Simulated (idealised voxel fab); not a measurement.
Presented below is a process module, voxel transistor to metal.
Square cells of 5 nm make up the cross-section cut, whose width is 185 nm.
In what follows, cross-sections appear as grids of square cells, described through bands that run from the top down, where every band is one or more rows of cells. Heights first: top, then bottom, in nm. Then materials, left to right, each with a width in nm. "everywhere" on a single material: fills the band edge to edge. "blank": empty space. Heights are expressed relative to 0, this being the level below which the as-received wafer comprises one material exclusively. The lowest band is unbounded in the downward direction and is denoted as in "0 nm and below". A width such as "30->40" changes by the same amount from each row of cells to the next, from the band's top row to its bottom row. "identical to before" means the step left every cell of the cross-section as it was. For the entry "Catalogued sealed voids", the listed items are empty spaces with no open way to the top whose size is 8 cells or more; each item follows the pattern width x height at distance, where distance is from the left edge and all three are in nm. Text after the settings on a step's line: the simulator's own remark on that step. "overlay nm" on a masked step: distance the mask lay right of its planned place, negative for left. Note: before/after cross-section pairs follow, one process step per pair, after-side truncated at the lowest changed band, step and settings given beneath. Different runs of this module on the same starting wafer may supply the pairs; a pair continues the one above only where the "Pre-step geometry" entry says so.
Pre-step geometry
    130 nm to 115 nm: resist (40), blank (15), resist (65), blank (15), resist (50)
    115 nm to 100 nm: aC (40), blank (15), aC (65), blank (15), aC (50)
    100 nm to 75 nm: SiO2 everywhere
    75 nm to 70 nm: SiCN everywhere
    70 nm to 60 nm: lowk everywhere
    60 nm to 55 nm: lowk (35), SiCN (30), lowk (50), SiCN (30), lowk (40)
    55 nm to 40 nm: lowk (35), SiCN (5), Ru (20), SiCN (5), lowk (50), SiCN (5), Ru (20), SiCN (5), lowk (40)
    40 nm to 35 nm: SiCN (40), TiN (20), SiCN (60), TiN (20), SiCN (45)
    35 nm to 25 nm: SiO2 (40), TiN (5), Ru (10), TiN (5), SiO2 (60), TiN (5), Ru (10), TiN (5), SiO2 (45)
    25 nm to 10 nm: SiO2 (40), TiN (5), Ru (10), TiN (5), SiO2 (5), SiN (10), HfO2 (5), TiN (5), W (10), TiN (5), HfO2 (5), SiN (10), SiO2 (5), TiN (5), Ru (10), TiN (5), SiO2 (45)
    10 nm to 5 nm: SiO2 (40), TiN (5), Ru (5), TiN (10), SiO2 (5), SiN (10), HfO2 (5), TiN (5), W (10), TiN (5), HfO2 (5), SiN (10), SiO2 (5), TiN (10), Ru (5), TiN (5), SiO2 (45)
    5 nm to 0 nm: SiO2 (40), TiN (5), Ru (5), TiN (5), pSi (10), SiN (10), HfO2 (5), TiN (20), HfO2 (5), SiN (10), pSi (10), TiN (5), Ru (5), TiN (5), SiO2 (45)
    0 nm to -5 nm: SiO2 (40), TiN (15), pSi (10), SiO2 (5), HfO2 (40), SiO2 (5), pSi (10), TiN (15), SiO2 (45)
    -5 nm to -15 nm: SiO2 (40), pSi (25), Si (50), pSi (25), SiO2 (45)
    -15 nm to -40 nm: SiO2 (40), Si (100), SiO2 (45)
    -40 nm and below: Si everywhere
    Catalogued sealed voids: none
Step Result
    115 nm to 100 nm: aC (40), blank (15), aC (65), blank (15), aC (50)
    All layers under 100 are left as they were.
    Catalogued sealed voids: none
In between the cross-sections above, the run called for STRIP (etch materials resist)
Pre-step geometry: check the pair just above; its after cross-section is our before state.
Step Result
    115 nm to 100 nm: aC (40), blank (15), aC (65), blank (15), aC (50)
    100 nm to 75 nm: SiO2 (40), blank (15), SiO2 (65), blank (15), SiO2 (50)
    All layers under 75 are left as they were.
    Catalogued sealed voids: none
In between the cross-sections above, the run called for DIRECTIONAL_ETCH (etch materials SiO2; depth nm 25)
Pre-step geometry: check the pair just above; its after cross-section is our before state.
Step Result
    100 nm to 75 nm: SiO2 (40), blank (15), SiO2 (65), blank (15), SiO2 (50)
    All layers under 75 are left as they were.
    Catalogued sealed voids: none
In between the cross-sections above, the run called for STRIP (etch materials aC)
Pre-step geometry: check the pair just above; its after cross-section is our before state.
Step Result
    110 nm to 100 nm: aC (40), blank (15), aC (65), blank (15), aC (50)
    100 nm to 85 nm: SiO2 (40), blank (15), SiO2 (65), blank (15), SiO2 (50)
    85 nm to 75 nm: SiO2 (40), aC (15), SiO2 (65), aC (15), SiO2 (50)
    All layers under 75 are left as they were.
    Catalogued sealed voids: none
In between the cross-sections above, the run called for DIRECTIONAL_DEP (material aC; thk nm 10)
Pre-step geometry: check the pair just above; its after cross-section is our before state.
Step Result
    140 nm to 110 nm: resist (40), blank (20), resist (60), blank (20), resist (45)
    All layers under 110 are left as they were.
    Catalogued sealed voids: none
In between the cross-sections above, the run called for PATTERN (tone open; mask id METAL_2; material resist; width nm 20; pitch nm 80; thk nm 30; overlay nm 0)
Pre-step geometry: check the pair just above; its after cross-section is our before state.
Step Result
    130 nm to 110 nm: resist (40), blank (20), resist (60), blank (20), resist (45)
    110 nm to 100 nm: aC (40), blank (20), aC (60), blank (20), aC (45)
    100 nm to 75 nm: SiO2 (40), blank (15), SiO2 (65), blank (15), SiO2 (50)
    All layers under 75 are left as they were.
    Catalogued sealed voids: none
In between the cross-sections above, the run called for DIRECTIONAL_ETCH (etch materials aC; depth nm 10)
Pre-step geometry: check the pair just above; its after cross-section is our before state.
Step Result
    110 nm to 100 nm: aC (40), blank (20), aC (60), blank (20), aC (45)
    All layers under 100 are left as they were.
    Catalogued sealed voids: none
In between the cross-sections above, the run called for STRIP (etch materials resist)
Pre-step geometry: check the pair just above; its after cross-section is our before state.
Step Result
    110 nm to 100 nm: aC (40), blank (20), aC (60), blank (20), aC (45)
    100 nm to 85 nm: SiO2 (40), blank (20), SiO2 (60), blank (20), SiO2 (45)
    All layers under 85 are left as they were.
    Catalogued sealed voids: none
In between the cross-sections above, the run called for DIRECTIONAL_ETCH (etch materials SiO2; depth nm 15)
Pre-step geometry: check the pair just above; its after cross-section is our before state.
Step Result
    110 nm to 100 nm: aC (40), blank (20), aC (60), blank (20), aC (45)
    100 nm to 85 nm: SiO2 (40), blank (20), SiO2 (60), blank (20), SiO2 (45)
    85 nm to 75 nm: SiO2 (40), blank (15), SiO2 (65), blank (15), SiO2 (50)
    75 nm to 70 nm: SiCN (40), blank (15), SiCN (65), blank (15), SiCN (50)
    All layers under 70 are left as they were.
    Catalogued sealed voids: none
In between the cross-sections above, the run called for DIRECTIONAL_ETCH (etch materials SiCN; depth nm 5)
Pre-step geometry: check the pair just above; its after cross-section is our before state.
Step Result
    100 nm to 85 nm: SiO2 (40), blank (20), SiO2 (60), blank (20), SiO2 (45)
    All layers under 85 are left as they were.
    Catalogued sealed voids: none
In between the cross-sections above, the run called for STRIP (etch materials aC)
Pre-step geometry: check the pair just above; its after cross-section is our before state.
Step Result
    105 nm to 100 nm: TiN (45), blank (10), TiN (70), blank (10), TiN (50)
    100 nm to 90 nm: SiO2 (40), TiN (5), blank (10), TiN (5), SiO2 (60), TiN (5), blank (10), TiN (5), SiO2 (45)
    90 nm to 85 nm: SiO2 (40), TiN (5), blank (5), TiN (10), SiO2 (60), TiN (5), blank (5), TiN (10), SiO2 (45)
    85 nm to 75 nm: SiO2 (40), TiN (5), blank (5), TiN (5), SiO2 (65), TiN (5), blank (5), TiN (5), SiO2 (50)
    75 nm to 70 nm: SiCN (40), TiN (15), SiCN (65), TiN (15), SiCN (50)
    All layers under 70 are left as they were.
    Catalogued sealed voids: none
In between the cross-sections above, the run called for CONFORMAL_DEP (material TiN; thk nm 5)
Pre-step geometry: check the pair just above; its after cross-section is our before state.
Step Result
    110 nm to 105 nm: Cu everywhere
    105 nm to 100 nm: TiN (45), Cu (10), TiN (70), Cu (10), TiN (50)
    100 nm to 90 nm: SiO2 (40), TiN (5), Cu (10), TiN (5), SiO2 (60), TiN (5), Cu (10), TiN (5), SiO2 (45)
    90 nm to 85 nm: SiO2 (40), TiN (5), Cu (5), TiN (10), SiO2 (60), TiN (5), Cu (5), TiN (10), SiO2 (45)
    85 nm to 75 nm: SiO2 (40), TiN (5), Cu (5), TiN (5), SiO2 (65), TiN (5), Cu (5), TiN (5), SiO2 (50)
    All layers under 75 are left as they were.
    Catalogued sealed voids: none
In between the cross-sections above, the run called for FILL_DEP (material Cu; thk nm 5)
Pre-step geometry: check the pair just above; its after cross-section is our before state.
Step Result
    85 nm to 75 nm: SiO2 (40), TiN (5), Cu (5), TiN (5), SiO2 (65), TiN (5), Cu (5), TiN (5), SiO2 (50)
    All layers under 75 are left as they were.
    Catalogued sealed voids: none
In between the cross-sections above, the run called for CMP (height nm 85)
Pre-step geometry: check the pair just above; its after cross-section is our before state.
Step Result
    90 nm to 85 nm: SiN everywhere
    All layers under 85 are left as they were.
    Catalogued sealed voids: none
In between the cross-sections above, the run called for CONFORMAL_DEP (material SiN; thk nm 5)
Pre-step geometry
    85 nm to 60 nm: SiO2 everywhere
    60 nm to 55 nm: SiCN everywhere
    55 nm to 40 nm: lowk (35), SiCN (5), Ru (20), SiCN (5), lowk (50), SiCN (5), Ru (20), SiCN (5), lowk (40)
    40 nm to 35 nm: SiCN (40), TiN (20), SiCN (60), TiN (20), SiCN (45)
    35 nm to 25 nm: SiO2 (40), TiN (5), Ru (10), TiN (5), SiO2 (60), TiN (5), Ru (10), TiN (5), SiO2 (45)
    25 nm to 10 nm: SiO2 (40), TiN (5), Ru (10), TiN (5), SiO2 (5), SiN (10), HfO2 (5), TiN (5), W (10), TiN (5), HfO2 (5), SiN (10), SiO2 (5), TiN (5), Ru (10), TiN (5), SiO2 (45)
    10 nm to 5 nm: SiO2 (40), TiN (5), Ru (5), TiN (10), SiO2 (5), SiN (10), HfO2 (5), TiN (5), W (10), TiN (5), HfO2 (5), SiN (10), SiO2 (5), TiN (10), Ru (5), TiN (5), SiO2 (45)
    5 nm to 0 nm: SiO2 (40), TiN (5), Ru (5), TiN (5), pSi (10), SiN (10), HfO2 (5), TiN (20), HfO2 (5), SiN (10), pSi (10), TiN (5), Ru (5), TiN (5), SiO2 (45)
    0 nm to -5 nm: SiO2 (40), TiN (15), pSi (10), SiO2 (5), HfO2 (40), SiO2 (5), pSi (10), TiN (15), SiO2 (45)
    -5 nm to -15 nm: SiO2 (40), pSi (25), Si (50), pSi (25), SiO2 (45)
    -15 nm to -40 nm: SiO2 (40), Si (100), SiO2 (45)
    -40 nm and below: Si everywhere
    Catalogued sealed voids: none
Step Result
    110 nm to 60 nm: SiO2 everywhere
    All layers under 60 are left as they were.
    Catalogued sealed voids: none
In between the cross-sections above, the run called for DIRECTIONAL_DEP (material SiO2; thk nm 25)
Pre-step geometry: check the pair just above; its after cross-section is our before state.
Step Result
    125 nm to 110 nm: aC everywhere
    All layers under 110 are left as they were.
    Catalogued sealed voids: none
In between the cross-sections above, the run called for DIRECTIONAL_DEP (material aC; thk nm 15)
Pre-step geometry: check the pair just above; its after cross-section is our before state.
Step Result
    155 nm to 125 nm: resist (40), blank (15), resist (65), blank (15), resist (50)
    All layers under 125 are left as they were.
    Catalogued sealed voids: none
In between the cross-sections above, the run called for PATTERN (tone open; mask id METAL_2_HOLES; material resist; width nm 15; pitch nm 80; thk nm 30; overlay nm 0)
Pre-step geometry: check the pair just above; its after cross-section is our before state.
Step Result
    140 nm to 125 nm: resist (40), blank (15), resist (65), blank (15), resist (50)
    125 nm to 110 nm: aC (40), blank (15), aC (65), blank (15), aC (50)
    All layers under 110 are left as they were.
    Catalogued sealed voids: none
In between the cross-sections above, the run called for DIRECTIONAL_ETCH (etch materials aC; depth nm 15)
Pre-step geometry: check the pair just above; its after cross-section is our before state.
Step Result
    125 nm to 110 nm: aC (40), blank (15), aC (65), blank (15), aC (50)
    All layers under 110 are left as they were.
    Catalogued sealed voids: none
In between the cross-sections above, the run called for STRIP (etch materials resist)
Pre-step geometry: check the pair just above; its after cross-section is our before state.
Step Result
    125 nm to 110 nm: aC (40), blank (15), aC (65), blank (15), aC (50)
    110 nm to 85 nm: SiO2 (40), blank (15), SiO2 (65), blank (15), SiO2 (50)
    All layers under 85 are left as they were.
    Catalogued sealed voids: none
In between the cross-sections above, the run called for DIRECTIONAL_ETCH (etch materials SiO2; depth nm 25)
Pre-step geometry: check the pair just above; its after cross-section is our before state.
Step Result
    110 nm to 85 nm: SiO2 (40), blank (15), SiO2 (65), blank (15), SiO2 (50)
    All layers under 85 are left as they were.
    Catalogued sealed voids: none
In between the cross-sections above, the run called for STRIP (etch materials aC)
Pre-step geometry: check the pair just above; its after cross-section is our before state.
Step Result
    120 nm to 110 nm: aC (40), blank (15), aC (65), blank (15), aC (50)
    110 nm to 95 nm: SiO2 (40), blank (15), SiO2 (65), blank (15), SiO2 (50)
    95 nm to 85 nm: SiO2 (40), aC (15), SiO2 (65), aC (15), SiO2 (50)
    All layers under 85 are left as they were.
    Catalogued sealed voids: none
In between the cross-sections above, the run called for DIRECTIONAL_DEP (material aC; thk nm 10)
Pre-step geometry: check the pair just above; its after cross-section is our before state.
Step Result
    150 nm to 120 nm: resist (40), blank (20), resist (60), blank (20), resist (45)
    All layers under 120 are left as they were.
    Catalogued sealed voids: none
In between the cross-sections above, the run called for PATTERN (tone open; mask id METAL_2; material resist; width nm 20; pitch nm 80; thk nm 30; overlay nm 0)
Pre-step geometry: check the pair just above; its after cross-section is our before state.
Step Result
    140 nm to 120 nm: resist (40), blank (20), resist (60), blank (20), resist (45)
    120 nm to 110 nm: aC (40), blank (20), aC (60), blank (20), aC (45)
    110 nm to 85 nm: SiO2 (40), blank (15), SiO2 (65), blank (15), SiO2 (50)
    All layers under 85 are left as they were.
    Catalogued sealed voids: none
In between the cross-sections above, the run called for DIRECTIONAL_ETCH (etch materials aC; depth nm 10)
Pre-step geometry: check the pair just above; its after cross-section is our before state.
Step Result
    120 nm to 110 nm: aC (40), blank (20), aC (60), blank (20), aC (45)
    All layers under 110 are left as they were.
    Catalogued sealed voids: none
In between the cross-sections above, the run called for STRIP (etch materials resist)
Pre-step geometry: check the pair just above; its after cross-section is our before state.
Step Result
    120 nm to 110 nm: aC (40), blank (20), aC (60), blank (20), aC (45)
    110 nm to 95 nm: SiO2 (40), blank (20), SiO2 (60), blank (20), SiO2 (45)
    95 nm to 70 nm: SiO2 (40), blank (15), SiO2 (65), blank (15), SiO2 (50)
    All layers under 70 are left as they were.
    Catalogued sealed voids: none
In between the cross-sections above, the run called for DIRECTIONAL_ETCH (etch materials SiO2; depth nm 15)
Pre-step geometry: check the pair just above; its after cross-section is our before state.
Step Result
    110 nm to 95 nm: SiO2 (40), blank (20), SiO2 (60), blank (20), SiO2 (45)
    All layers under 95 are left as they were.
    Catalogued sealed voids: none
In between the cross-sections above, the run called for STRIP (etch materials aC)
Pre-step geometry: check the pair just above; its after cross-section is our before state.
Step Result
    115 nm to 110 nm: TiN (45), blank (10), TiN (70), blank (10), TiN (50)
    110 nm to 100 nm: SiO2 (40), TiN (5), blank (10), TiN (5), SiO2 (60), TiN (5), blank (10), TiN (5), SiO2 (45)
    100 nm to 95 nm: SiO2 (40), TiN (5), blank (5), TiN (10), SiO2 (60), TiN (5), blank (5), TiN (10), SiO2 (45)
    95 nm to 75 nm: SiO2 (40), TiN (5), blank (5), TiN (5), SiO2 (65), TiN (5), blank (5), TiN (5), SiO2 (50)
    75 nm to 70 nm: SiO2 (40), TiN (15), SiO2 (65), TiN (15), SiO2 (50)
    All layers under 70 are left as they were.
    Catalogued sealed voids: none
In between the cross-sections above, the run called for CONFORMAL_DEP (material TiN; thk nm 5)
Pre-step geometry: check the pair just above; its after cross-section is our before state.
Step Result
    120 nm to 115 nm: Cu everywhere
    115 nm to 110 nm: TiN (45), Cu (10), TiN (70), Cu (10), TiN (50)
    110 nm to 100 nm: SiO2 (40), TiN (5), Cu (10), TiN (5), SiO2 (60), TiN (5), Cu (10), TiN (5), SiO2 (45)
    100 nm to 95 nm: SiO2 (40), TiN (5), Cu (5), TiN (10), SiO2 (60), TiN (5), Cu (5), TiN (10), SiO2 (45)
    95 nm to 75 nm: SiO2 (40), TiN (5), Cu (5), TiN (5), SiO2 (65), TiN (5), Cu (5), TiN (5), SiO2 (50)
    All layers under 75 are left as they were.
    Catalogued sealed voids: none
In between the cross-sections above, the run called for FILL_DEP (material Cu; thk nm 5)
Pre-step geometry: check the pair just above; its after cross-section is our before state.
Step Result
    85 nm to 75 nm: SiO2 (40), TiN (5), Cu (5), TiN (5), SiO2 (65), TiN (5), Cu (5), TiN (5), SiO2 (50)
    All layers under 75 are left as they were.
    Catalogued sealed voids: none
In between the cross-sections above, the run called for CMP (height nm 85)
Pre-step geometry: check the pair just above; its after cross-section is our before state.
Step Result
    90 nm to 85 nm: SiN everywhere
    All layers under 85 are left as they were.
    Catalogued sealed voids: none
In between the cross-sections above, the run called for CONFORMAL_DEP (material SiN; thk nm 5)
Pre-step geometry
    55 nm to 40 nm: lowk (35), SiCN (5), Ru (20), SiCN (5), lowk (50), SiCN (5), Ru (20), SiCN (5), lowk (40)
    40 nm to 35 nm: SiCN (40), TiN (20), SiCN (60), TiN (20), SiCN (45)
    35 nm to 25 nm: SiO2 (40), TiN (5), Ru (10), TiN (5), SiO2 (60), TiN (5), Ru (10), TiN (5), SiO2 (45)
    25 nm to 10 nm: SiO2 (40), TiN (5), Ru (10), TiN (5), SiO2 (5), SiN (10), HfO2 (5), TiN (5), W (10), TiN (5), HfO2 (5), SiN (10), SiO2 (5), TiN (5), Ru (10), TiN (5), SiO2 (45)
    10 nm to 5 nm: SiO2 (40), TiN (5), Ru (5), TiN (10), SiO2 (5), SiN (10), HfO2 (5), TiN (5), W (10), TiN (5), HfO2 (5), SiN (10), SiO2 (5), TiN (10), Ru (5), TiN (5), SiO2 (45)
    5 nm to 0 nm: SiO2 (40), TiN (5), Ru (5), TiN (5), pSi (10), SiN (10), HfO2 (5), TiN (20), HfO2 (5), SiN (10), pSi (10), TiN (5), Ru (5), TiN (5), SiO2 (45)
    0 nm to -5 nm: SiO2 (40), TiN (15), pSi (10), SiO2 (5), HfO2 (40), SiO2 (5), pSi (10), TiN (15), SiO2 (45)
    -5 nm to -15 nm: SiO2 (40), pSi (25), Si (50), pSi (25), SiO2 (45)
    -15 nm to -40 nm: SiO2 (40), Si (100), SiO2 (45)
    -40 nm and below: Si everywhere
    Catalogued sealed voids: none
Step Result
    80 nm to 55 nm: SiO2 everywhere
    All layers under 55 are left as they were.
    Catalogued sealed voids: none
In between the cross-sections above, the run called for DIRECTIONAL_DEP (material SiO2; thk nm 25)
Pre-step geometry: check the pair just above; its after cross-section is our before state.
Step Result
    85 nm to 80 nm: SiCN everywhere
    All layers under 80 are left as they were.
    Catalogued sealed voids: none
In between the cross-sections above, the run called for CONFORMAL_DEP (material SiCN; thk nm 5)
Pre-step geometry: check the pair just above; its after cross-section is our before state.
Step Result
    100 nm to 85 nm: aC everywhere
    All layers under 85 are left as they were.
    Catalogued sealed voids: none
In between the cross-sections above, the run called for DIRECTIONAL_DEP (material aC; thk nm 15)
Pre-step geometry: check the pair just above; its after cross-section is our before state.
Step Result
    130 nm to 100 nm: resist (40), blank (15), resist (65), blank (15), resist (50)
    All layers under 100 are left as they were.
    Catalogued sealed voids: none
In between the cross-sections above, the run called for PATTERN (tone open; mask id METAL_2_HOLES; material resist; width nm 15; pitch nm 80; thk nm 30; overlay nm 0)
Pre-step geometry: check the pair just above; its after cross-section is our before state.
Step Result
    115 nm to 100 nm: resist (40), blank (15), resist (65), blank (15), resist (50)
    100 nm to 85 nm: aC (40), blank (15), aC (65), blank (15), aC (50)
    All layers under 85 are left as they were.
    Catalogued sealed voids: none
In between the cross-sections above, the run called for DIRECTIONAL_ETCH (etch materials aC; depth nm 15)
Pre-step geometry: check the pair just above; its after cross-section is our before state.
Step Result
    100 nm to 85 nm: aC (40), blank (15), aC (65), blank (15), aC (50)
    All layers under 85 are left as they were.
    Catalogued sealed voids: none
In between the cross-sections above, the run called for STRIP (etch materials resist)
Pre-step geometry: check the pair just above; its after cross-section is our before state.
Step Result
    85 nm to 80 nm: SiCN everywhere
    All layers under 80 are left as they were.
    Catalogued sealed voids: none
In between the cross-sections above, the run called for STRIP (etch materials aC)
Pre-step geometry: check the pair just above; its after cross-section is our before state.
Step Result
    95 nm to 85 nm: aC everywhere
    All layers under 85 are left as they were.
    Catalogued sealed voids: none
In between the cross-sections above, the run called for DIRECTIONAL_DEP (material aC; thk nm 10)
Pre-step geometry: check the pair just above; its after cross-section is our before state.
Step Result
    125 nm to 95 nm: resist (40), blank (20), resist (60), blank (20), resist (45)
    All layers under 95 are left as they were.
    Catalogued sealed voids: none
In between the cross-sections above, the run called for PATTERN (tone open; mask id METAL_2; material resist; width nm 20; pitch nm 80; thk nm 30; overlay nm 0)
Pre-step geometry: check the pair just above; its after cross-section is our before state.
Step Result
    115 nm to 95 nm: resist (40), blank (20), resist (60), blank (20), resist (45)
    95 nm to 85 nm: aC (40), blank (20), aC (60), blank (20), aC (45)
    All layers under 85 are left as they were.
    Catalogued sealed voids: none
In between the cross-sections above, the run called for DIRECTIONAL_ETCH (etch materials aC; depth nm 10)
Pre-step geometry: check the pair just above; its after cross-section is our before state.
Step Result
    95 nm to 85 nm: aC (40), blank (20), aC (60), blank (20), aC (45)
    All layers under 85 are left as they were.
    Catalogued sealed voids: none
In between the cross-sections above, the run called for STRIP (etch materials resist)
Pre-step geometry: check the pair just above; its after cross-section is our before state.
Step Result
    95 nm to 85 nm: aC (40), blank (20), aC (60), blank (20), aC (45)
    85 nm to 80 nm: SiCN (40), blank (20), SiCN (60), blank (20), SiCN (45)
    All layers under 80 are left as they were.
    Catalogued sealed voids: none
In between the cross-sections above, the run called for DIRECTIONAL_ETCH (etch materials SiCN; depth nm 5)
Pre-step geometry: check the pair just above; its after cross-section is our before state.
Step Result
    85 nm to 80 nm: SiCN (40), blank (20), SiCN (60), blank (20), SiCN (45)
    All layers under 80 are left as they were.
    Catalogued sealed voids: none
In between the cross-sections above, the run called for STRIP (etch materials aC)
Pre-step geometry: check the pair just above; its after cross-section is our before state.
Step Result
    90 nm to 85 nm: TiN (45), blank (10), TiN (70), blank (10), TiN (50)
    85 nm to 80 nm: SiCN (40), TiN (20), SiCN (60), TiN (20), SiCN (45)
    All layers under 80 are left as they were.
    Catalogued sealed voids: none
In between the cross-sections above, the run called for CONFORMAL_DEP (material TiN; thk nm 5)
Pre-step geometry: check the pair just above; its after cross-section is our before state.
Step Result
    95 nm to 90 nm: Cu everywhere
    90 nm to 85 nm: TiN (45), Cu (10), TiN (70), Cu (10), TiN (50)
    All layers under 85 are left as they were.
    Catalogued sealed voids: none
In between the cross-sections above, the run called for FILL_DEP (material Cu; thk nm 5)
Pre-step geometry: check the pair just above; its after cross-section is our before state.
Step Result
    85 nm to 80 nm: SiCN (40), TiN (20), SiCN (60), TiN (20), SiCN (45)
    All layers under 80 are left as they were.
    Catalogued sealed voids: none
In between the cross-sections above, the run called for CMP (height nm 85)
Pre-step geometry: check the pair just above; its after cross-section is our before state.
Step Result
    90 nm to 85 nm: SiN everywhere
    All layers under 85 are left as they were.
    Catalogued sealed voids: none
In between the cross-sections above, the run called for CONFORMAL_DEP (material SiN; thk nm 5)
Pre-step geometry
    40 nm to 30 nm: blank (65), SiN (10), SiCN (30), SiN (10), blank (70)
    30 nm to 0 nm: blank (65), SiN (10), polySi (30), SiN (10), blank (70)
    0 nm to -5 nm: SiO2 everywhere
    -5 nm to -40 nm: SiO2 (40), Si (100), SiO2 (45)
    -40 nm and below: Si everywhere
    Catalogued sealed voids: none
Step Result
    40 nm to 30 nm: blank (65), SiN (10), SiCN (30), SiN (10), blank (70)
    30 nm to 0 nm: blank (65), SiN (10), polySi (30), SiN (10), blank (70)
    0 nm to -5 nm: blank (65), SiO2 (50), blank (70)
    -5 nm to -15 nm: blank (40), Si (100), blank (45)
    All layers under -15 are left as they were.
    Catalogued sealed voids: none
In between the cross-sections above, the run called for DIRECTIONAL_ETCH (etch materials SiO2; depth nm 15)
Pre-step geometry: check the pair just above; its after cross-section is our before state.
Step Result
    40 nm to 30 nm: blank (65), SiN (10), SiCN (30), SiN (10), blank (70)
    30 nm to 0 nm: blank (65), SiN (10), polySi (30), SiN (10), blank (70)
    0 nm to -5 nm: blank (65), SiO2 (50), blank (70)
    -5 nm to -15 nm: blank (65), Si (50), blank (70)
    All layers under -15 are left as they were.
    Catalogued sealed voids: none
In between the cross-sections above, the run called for DIRECTIONAL_ETCH (etch materials Si; depth nm 10)
Pre-step geometry: check the pair just above; its after cross-section is our before state.
Step Result
    40 nm to 30 nm: blank (65), SiN (10), SiCN (30), SiN (10), blank (70)
    30 nm to 5 nm: blank (65), SiN (10), polySi (30), SiN (10), blank (70)
    5 nm to 0 nm: blank (55), pSi (10), SiN (10), polySi (30), SiN (10), pSi (10), blank (60)
    0 nm to -5 nm: blank (55), pSi (10), SiO2 (50), pSi (10), blank (60)
    -5 nm to -15 nm: blank (30), pSi (35), Si (50), pSi (35), blank (35)
    All layers under -15 are left as they were.
    Catalogued sealed voids: none
In between the cross-sections above, the run called for EPI (material pSi; thk nm 10)
Pre-step geometry: check the pair just above; its after cross-section is our before state.
Step Result
    45 nm to 40 nm: SiO2 everywhere
    40 nm to 30 nm: SiO2 (65), SiN (10), SiCN (30), SiN (10), SiO2 (70)
    30 nm to 5 nm: SiO2 (65), SiN (10), polySi (30), SiN (10), SiO2 (70)
    5 nm to 0 nm: SiO2 (55), pSi (10), SiN (10), polySi (30), SiN (10), pSi (10), SiO2 (60)
    0 nm to -5 nm: SiO2 (55), pSi (10), SiO2 (50), pSi (10), SiO2 (60)
    -5 nm to -15 nm: SiO2 (30), pSi (35), Si (50), pSi (35), SiO2 (35)
    All layers under -15 are left as they were.
    Catalogued sealed voids: none
In between the cross-sections above, the run called for FILL_DEP (material SiO2; thk nm 5)
Pre-step geometry: check the pair just above; its after cross-section is our before state.
Step Result
    30 nm to 5 nm: SiO2 (65), SiN (10), polySi (30), SiN (10), SiO2 (70)
    All layers under 5 are left as they were.
    Catalogued sealed voids: none
In between the cross-sections above, the run called for CMP (height nm 30)
Pre-step geometry: check the pair just above; its after cross-section is our before state.
Step Result
    30 nm to 5 nm: SiO2 (65), SiN (10), blank (30), SiN (10), SiO2 (70)
    5 nm to 0 nm: SiO2 (55), pSi (10), SiN (10), blank (30), SiN (10), pSi (10), SiO2 (60)
    All layers under 0 are left as they were.
    Catalogued sealed voids: none
In between the cross-sections above, the run called for STRIP (etch materials polySi)
Pre-step geometry: check the pair just above; its after cross-section is our before state.
Step Result
    30 nm to 25 nm: blank (65), SiN (10), blank (30), SiN (10), blank (70)
    25 nm to 5 nm: SiO2 (65), SiN (10), blank (30), SiN (10), SiO2 (70)
    5 nm to 0 nm: SiO2 (55), pSi (10), SiN (10), blank (30), SiN (10), pSi (10), SiO2 (60)
    0 nm to -5 nm: SiO2 (55), pSi (10), SiO2 (5), blank (40), SiO2 (5), pSi (10), SiO2 (60)
    All layers under -5 are left as they were.
    Catalogued sealed voids: none
In between the cross-sections above, the run called for SELECTIVE_ETCH (etch materials SiO2; depth nm 5)
Pre-step geometry: check the pair just above; its after cross-section is our before state.
Step Result
    35 nm to 30 nm: blank (60), HfO2 (20), blank (20), HfO2 (20), blank (65)
    30 nm to 25 nm: HfO2 (65), SiN (10), HfO2 (5), blank (20), HfO2 (5), SiN (10), HfO2 (70)
    25 nm to 5 nm: SiO2 (65), SiN (10), HfO2 (5), blank (20), HfO2 (5), SiN (10), SiO2 (70)
    5 nm to 0 nm: SiO2 (55), pSi (10), SiN (10), HfO2 (5), blank (20), HfO2 (5), SiN (10), pSi (10), SiO2 (60)
    0 nm to -5 nm: SiO2 (55), pSi (10), SiO2 (5), HfO2 (40), SiO2 (5), pSi (10), SiO2 (60)
    All layers under -5 are left as they were.
    Catalogued sealed voids: none
In between the cross-sections above, the run called for CONFORMAL_DEP (material HfO2; thk nm 5)
Pre-step geometry: check the pair just above; its after cross-section is our before state.
Step Result
    40 nm to 35 nm: blank (55), TiN (30), blank (10), TiN (30), blank (60)
    35 nm to 30 nm: TiN (60), HfO2 (20), TiN (5), blank (10), TiN (5), HfO2 (20), TiN (65)
    30 nm to 25 nm: HfO2 (65), SiN (10), HfO2 (5), TiN (5), blank (10), TiN (5), HfO2 (5), SiN (10), HfO2 (70)
    25 nm to 5 nm: SiO2 (65), SiN (10), HfO2 (5), TiN (5), blank (10), TiN (5), HfO2 (5), SiN (10), SiO2 (70)
    5 nm to 0 nm: SiO2 (55), pSi (10), SiN (10), HfO2 (5), TiN (20), HfO2 (5), SiN (10), pSi (10), SiO2 (60)
    All layers under 0 are left as they were.
    Catalogued sealed voids: none
In between the cross-sections above, the run called for CONFORMAL_DEP (material TiN; thk nm 5)
Pre-step geometry: check the pair just above; its after cross-section is our before state.
Step Result
    45 nm to 40 nm: W everywhere
    40 nm to 35 nm: W (55), TiN (30), W (10), TiN (30), W (60)
    35 nm to 30 nm: TiN (60), HfO2 (20), TiN (5), W (10), TiN (5), HfO2 (20), TiN (65)
    30 nm to 25 nm: HfO2 (65), SiN (10), HfO2 (5), TiN (5), W (10), TiN (5), HfO2 (5), SiN (10), HfO2 (70)
    25 nm to 5 nm: SiO2 (65), SiN (10), HfO2 (5), TiN (5), W (10), TiN (5), HfO2 (5), SiN (10), SiO2 (70)
    All layers under 5 are left as they were.
    Catalogued sealed voids: none
In between the cross-sections above, the run called for FILL_DEP (material W; thk nm 5)
Pre-step geometry: check the pair just above; its after cross-section is our before state.
Step Result
    25 nm to 5 nm: SiO2 (65), SiN (10), HfO2 (5), TiN (5), W (10), TiN (5), HfO2 (5), SiN (10), SiO2 (70)
    All layers under 5 are left as they were.
    Catalogued sealed voids: none
In between the cross-sections above, the run called for CMP (height nm 25)
Pre-step geometry: check the pair just above; its after cross-section is our before state.
Step Result
    35 nm to 25 nm: SiO2 everywhere
    All layers under 25 are left as they were.
    Catalogued sealed voids: none
In between the cross-sections above, the run called for DIRECTIONAL_DEP (material SiO2; thk nm 10)
